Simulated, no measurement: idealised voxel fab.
process module | voxel released beams
cross-section cut | 150 nm wide | cells 5 nm
A cross-section is a grid of square cells, given in bands from the top down. A band is one or more rows of cells.
Each band's line starts with the height of the band's top and of its bottom, in nm. Then come its materials from left to right, each with its width in nm. One material with "throughout" fills the band from edge to edge. "air" is empty space.
Height 0 is the level under which the wafer as received is all one material. The lowest band goes on downwards, as in "0 down".
A width such as "30 to 40" changes by the same amount from each row of cells to the next, from the band's top row to its bottom row.
"no change" after a step means that no cell of the cross-section changed.
closed voids: empty space of 8 cells or more with no open way to the top, each as width x height at its distance from the left edge, in nm
after a step's settings: what the simulator itself notes on the step
overlay nm, on a step with a mask: how far to the right of its planned place the mask lay; to the left if negative
plan
1 op RECEIVE | material Si
2 op CONFORMAL_DEP | material Al2O3 | thk nm 10
3 op DIRECTIONAL_DEP | material SiO2 | thk nm 10
4 op PATTERN | tone open | mask id ANCHOR | material resist | width nm 35 | thk nm 15 | overlay nm 0
5 op DIRECTIONAL_ETCH | etch materials SiO2 | depth nm 10
6 op STRIP | etch materials resist
7 op CONFORMAL_DEP | material polySi | thk nm 10
8 op MASKED_ETCH | tone cover | mask id BEAM | width nm 80 | etch materials polySi | depth nm 10 | overlay nm -15
9 op STRIP | etch materials SiO2
varied across the wafers: overlay nm of step 8. The plan shows the first wafer's value. All wafers start alike
first wafer as received, after step 1
  0 down: Si throughout
  closed voids: none
each wafer at the end: cells of each material gained (+) or lost (-) since it was received, then its closed voids
overlay nm -15 | +60 Al2O3 | +40 polySi | closed voids: none
overlay nm -10 | +60 Al2O3 | +40 polySi | closed voids: none
overlay nm -5 | +60 Al2O3 | +40 polySi | closed voids: none
overlay nm 0 | +60 Al2O3 | +40 polySi | closed voids: none
overlay nm 5 | +60 Al2O3 | +40 polySi | closed voids: none
overlay nm 10 | +60 Al2O3 | +40 polySi | closed voids: none
overlay nm 15 | +60 Al2O3 | +40 polySi | closed voids: none
